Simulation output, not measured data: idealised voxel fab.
process module | voxel transistor to metal
cross-section cut | 285 nm wide | cells 5 nm
A cross-section is a grid of square cells, given in bands from the top down. A band is one or more rows of cells.
Each band's line starts with the height of the band's top and of its bottom, in nm. Then come its materials from left to right, each with its width in nm. One material with "throughout" fills the band from edge to edge. "air" is empty space.
Height 0 is the level under which the wafer as received is all one material. The lowest band goes on downwards, as in "0 down".
A width such as "30 to 40" changes by the same amount from each row of cells to the next, from the band's top row to its bottom row.
"no change" after a step means that no cell of the cross-section changed.
closed voids: empty space of 8 cells or more with no open way to the top, each as width x height at its distance from the left edge, in nm
after a step's settings: what the simulator itself notes on the step
overlay nm, on a step with a mask: how far to the right of its planned place the mask lay; to the left if negative
plan
1 op RECEIVE | material Si
2 op OXIDIZE | depth nm 5
3 op CONFORMAL_DEP | material SiN | thk nm 10
4 op DIRECTIONAL_DEP | material aC | thk nm 15
5 op PATTERN | tone cover | mask id ACTIVE | material resist | width nm 105 | pitch nm 130 | thk nm 30 | overlay nm 0
6 op DIRECTIONAL_ETCH | etch materials aC | depth nm 15
7 op STRIP | etch materials resist
8 op DIRECTIONAL_ETCH | etch materials SiN | depth nm 10
9 op DIRECTIONAL_ETCH | etch materials SiO2 | depth nm 5
10 op DIRECTIONAL_ETCH | etch materials Si | depth nm 20
11 op STRIP | etch materials aC
12 op FILL_DEP | material SiO2 | thk nm 5
13 op CMP | height nm 10
14 op SELECTIVE_ETCH | etch materials SiO2 | depth nm 10
15 op STRIP | etch materials SiN
16 op SELECTIVE_ETCH | etch materials SiO2 | depth nm 5
17 op OXIDIZE | depth nm 5
18 op DIRECTIONAL_DEP | material polySi | thk nm 20
19 op DIRECTIONAL_DEP | material SiCN | thk nm 10
20 op PATTERN | tone cover | mask id GATE | material resist | width nm 35 | pitch nm 130 | thk nm 15 | overlay nm 0
21 op DIRECTIONAL_ETCH | etch materials SiCN | depth nm 20
22 op DIRECTIONAL_ETCH | etch materials polySi | depth nm 30
23 op STRIP | etch materials resist
24 op CONFORMAL_DEP | material SiN | thk nm 10
25 op DIRECTIONAL_ETCH | etch materials SiN | depth nm 10
26 op DIRECTIONAL_ETCH | etch materials SiO2 | depth nm 5
27 op DIRECTIONAL_ETCH | etch materials Si | depth nm 10
28 op EPI | material pSi | thk nm 15
29 op FILL_DEP | material SiO2 | thk nm 5
30 op CMP | height nm 15
31 op STRIP | etch materials polySi
32 op SELECTIVE_ETCH | etch materials SiO2 | depth nm 5
33 op CONFORMAL_DEP | material HfO2 | thk nm 5
34 op CONFORMAL_DEP | material TiN | thk nm 5
35 op FILL_DEP | material W | thk nm 10
36 op CMP | height nm 10
37 op DIRECTIONAL_DEP | material SiO2 | thk nm 10
38 op MASKED_ETCH | tone open | mask id CONTACT | width nm 15 | etch materials SiO2 | depth nm 25 | overlay nm -15
39 op CONFORMAL_DEP | material TiN | thk nm 5
40 op FILL_DEP | material W | thk nm 10
41 op CMP | height nm 20
42 op DIRECTIONAL_DEP | material TiN | thk nm 5
43 op DIRECTIONAL_DEP | material W | thk nm 25
44 op PATTERN | tone cover | mask id METAL_1 | material resist | width nm 15 | thk nm 15 | overlay nm 0
45 op DIRECTIONAL_ETCH | etch materials W | depth nm 25
46 op DIRECTIONAL_ETCH | etch materials TiN | depth nm 5
47 op STRIP | etch materials resist
48 op CONFORMAL_DEP | material SiN | thk nm 5
49 op FILL_DEP | material lowk | thk nm 5
50 op CMP | height nm 50
51 op CONFORMAL_DEP | material SiCN | thk nm 5
52 op DIRECTIONAL_DEP | material lowk | thk nm 25
53 op DIRECTIONAL_DEP | material aC | thk nm 10
54 op PATTERN | tone open | mask id METAL_2 | material resist | width nm 15 | pitch nm 130 | thk nm 25 | overlay nm 0
55 op DIRECTIONAL_ETCH | etch materials aC | depth nm 10
56 op STRIP | etch materials resist
57 op DIRECTIONAL_ETCH | etch materials lowk | depth nm 15
58 op STRIP | etch materials aC
59 op DIRECTIONAL_DEP | material aC | thk nm 15
60 op PATTERN | tone open | mask id METAL_2_HOLES | material resist | width nm 15 | pitch nm 130 | thk nm 35 | overlay nm 0
61 op DIRECTIONAL_ETCH | etch materials aC | depth nm 15
62 op STRIP | etch materials resist
63 op DIRECTIONAL_ETCH | etch materials lowk | depth nm 10
64 op DIRECTIONAL_ETCH | etch materials SiCN | depth nm 5
65 op STRIP | etch materials aC
66 op CONFORMAL_DEP | material TiN | thk nm 5
67 op FILL_DEP | material Cu | thk nm 10
68 op CMP | height nm 80
69 op CONFORMAL_DEP | material SiCN | thk nm 5
varied across the wafers: overlay nm of step 38. The plan shows the first wafer's value. All wafers start alike
first wafer as received, after step 1
  0 down: Si throughout
  closed voids: none
first wafer at the end, after step 69
  85 to 80: SiCN throughout
  80 to 55: lowk 30 | TiN 5 | Cu 5 | TiN 5 | lowk 115 | TiN 5 | Cu 5 | TiN 5 | lowk 110
  55 to 50: SiCN 30 | TiN 15 | SiCN 115 | TiN 15 | SiCN 110
  50 to 25: lowk 25 | SiN 5 | W 15 | SiN 5 | lowk 55 | SiN 5 | W 15 | SiN 5 | lowk 25 | SiN 5 | W 15 | SiN 5 | lowk 55 | SiN 5 | W 15 | SiN 5 | lowk 25
  25 to 20: SiN 30 | TiN 15 | SiN 65 | TiN 15 | SiN 35 | TiN 15 | SiN 65 | TiN 15 | SiN 30
  20 to 15: SiO2 15 | TiN 5 | W 5 | TiN 5 | SiO2 65 | TiN 5 | W 5 | TiN 5 | SiO2 35 | TiN 5 | W 5 | TiN 5 | SiO2 65 | TiN 5 | W 5 | TiN 5 | SiO2 45
  15 to 10: SiO2 15 | TiN 5 | W 5 | TiN 5 | SiO2 65 | TiN 15 | SiO2 35 | TiN 5 | W 5 | TiN 5 | SiO2 65 | TiN 15 | SiO2 45
  10 to 5: SiO2 15 | TiN 5 | W 5 | TiN 5 | SiO2 20 | SiN 10 | HfO2 5 | TiN 5 | W 15 | TiN 5 | HfO2 5 | SiN 10 | TiN 5 | SiO2 35 | TiN 5 | W 5 | TiN 5 | SiO2 20 | SiN 10 | HfO2 5 | TiN 5 | W 15 | TiN 5 | HfO2 5 | SiN 10 | TiN 5 | SiO2 45
  5 to 0: SiO2 15 | TiN 5 | W 5 | TiN 5 | SiO2 5 | pSi 15 | SiN 10 | HfO2 5 | TiN 5 | W 15 | TiN 5 | HfO2 5 | SiN 10 | pSi 15 | SiO2 25 | TiN 5 | W 5 | TiN 5 | SiO2 5 | pSi 15 | SiN 10 | HfO2 5 | TiN 5 | W 15 | TiN 5 | HfO2 5 | SiN 10 | pSi 15 | SiO2 35
  0 to -5: SiO2 15 | TiN 15 | SiO2 5 | pSi 15 | SiN 10 | HfO2 5 | TiN 25 | HfO2 5 | SiN 10 | pSi 15 | SiO2 25 | TiN 15 | SiO2 5 | pSi 15 | SiN 10 | HfO2 5 | TiN 25 | HfO2 5 | SiN 10 | pSi 15 | SiO2 35
  -5 to -10: SiO2 20 | pSi 30 | SiO2 5 | HfO2 45 | SiO2 5 | pSi 30 | SiO2 15 | pSi 30 | SiO2 5 | HfO2 45 | SiO2 5 | pSi 30 | SiO2 20
  -10 to -20: SiO2 25 | pSi 25 | Si 55 | pSi 25 | SiO2 25 | pSi 25 | Si 55 | pSi 25 | SiO2 25
  -20 to -25: SiO2 25 | Si 105 | SiO2 25 | Si 105 | SiO2 25
  -25 down: Si throughout
  closed voids: none
last wafer at the end
  85 to 80: SiCN throughout
  80 to 55: lowk 30 | TiN 5 | Cu 5 | TiN 5 | lowk 115 | TiN 5 | Cu 5 | TiN 5 | lowk 110
  55 to 50: SiCN 30 | TiN 15 | SiCN 115 | TiN 15 | SiCN 110
  50 to 25: lowk 25 | SiN 5 | W 15 | SiN 5 | lowk 55 | SiN 5 | W 15 | SiN 5 | lowk 25 | SiN 5 | W 15 | SiN 5 | lowk 55 | SiN 5 | W 15 | SiN 5 | lowk 25
  25 to 20: SiN 30 | TiN 15 | SiN 65 | TiN 15 | SiN 35 | TiN 15 | SiN 65 | TiN 15 | SiN 30
  20 to 15: SiO2 45 | TiN 5 | W 5 | TiN 5 | SiO2 65 | TiN 5 | W 5 | TiN 5 | SiO2 35 | TiN 5 | W 5 | TiN 5 | SiO2 65 | TiN 5 | W 5 | TiN 5 | SiO2 15
  15 to 10: SiO2 45 | TiN 15 | SiO2 65 | TiN 5 | W 5 | TiN 5 | SiO2 35 | TiN 15 | SiO2 65 | TiN 5 | W 5 | TiN 5 | SiO2 15
  10 to 5: SiO2 45 | TiN 5 | SiN 10 | HfO2 5 | TiN 5 | W 15 | TiN 5 | HfO2 5 | SiN 10 | SiO2 20 | TiN 5 | W 5 | TiN 5 | SiO2 35 | TiN 5 | SiN 10 | HfO2 5 | TiN 5 | W 15 | TiN 5 | HfO2 5 | SiN 10 | SiO2 20 | TiN 5 | W 5 | TiN 5 | SiO2 15
  5 to 0: SiO2 35 | pSi 15 | SiN 10 | HfO2 5 | TiN 5 | W 15 | TiN 5 | HfO2 5 | SiN 10 | pSi 15 | SiO2 5 | TiN 5 | W 5 | TiN 5 | SiO2 25 | pSi 15 | SiN 10 | HfO2 5 | TiN 5 | W 15 | TiN 5 | HfO2 5 | SiN 10 | pSi 15 | SiO2 5 | TiN 5 | W 5 | TiN 5 | SiO2 15
  0 to -5: SiO2 35 | pSi 15 | SiN 10 | HfO2 5 | TiN 25 | HfO2 5 | SiN 10 | pSi 15 | SiO2 5 | TiN 15 | SiO2 25 | pSi 15 | SiN 10 | HfO2 5 | TiN 25 | HfO2 5 | SiN 10 | pSi 15 | SiO2 5 | TiN 15 | SiO2 15
  -5 to -10: SiO2 20 | pSi 30 | SiO2 5 | HfO2 45 | SiO2 5 | pSi 30 | SiO2 15 | pSi 30 | SiO2 5 | HfO2 45 | SiO2 5 | pSi 30 | SiO2 20
  -10 to -20: SiO2 25 | pSi 25 | Si 55 | pSi 25 | SiO2 25 | pSi 25 | Si 55 | pSi 25 | SiO2 25
  -20 to -25: SiO2 25 | Si 105 | SiO2 25 | Si 105 | SiO2 25
  -25 down: Si throughout
  closed voids: none
each wafer at the end: cells of each material gained (+) or lost (-) since it was received, then its closed voids
overlay nm -15 | +10 Cu | +30 HfO2 | -199 Si | +108 SiCN | +109 SiN | +211 SiO2 | +90 TiN | +82 W | +440 lowk | +88 pSi | closed voids: none
overlay nm -10 | +10 Cu | +30 HfO2 | -199 Si | +108 SiCN | +109 SiN | +209 SiO2 | +92 TiN | +82 W | +440 lowk | +88 pSi | closed voids: none
overlay nm -5 | +10 Cu | +30 HfO2 | -199 Si | +108 SiCN | +109 SiN | +211 SiO2 | +92 TiN | +80 W | +440 lowk | +88 pSi | closed voids: none
overlay nm 0 | +10 Cu | +30 HfO2 | -199 Si | +108 SiCN | +109 SiN | +211 SiO2 | +92 TiN | +80 W | +440 lowk | +88 pSi | closed voids: none
overlay nm 5 | +10 Cu | +30 HfO2 | -199 Si | +108 SiCN | +109 SiN | +211 SiO2 | +92 TiN | +80 W | +440 lowk | +88 pSi | closed voids: none
overlay nm 10 | +10 Cu | +30 HfO2 | -199 Si | +108 SiCN | +109 SiN | +209 SiO2 | +92 TiN | +82 W | +440 lowk | +88 pSi | closed voids: none
overlay nm 15 | +10 Cu | +30 HfO2 | -199 Si | +108 SiCN | +109 SiN | +211 SiO2 | +90 TiN | +82 W | +440 lowk | +88 pSi | closed voids: none
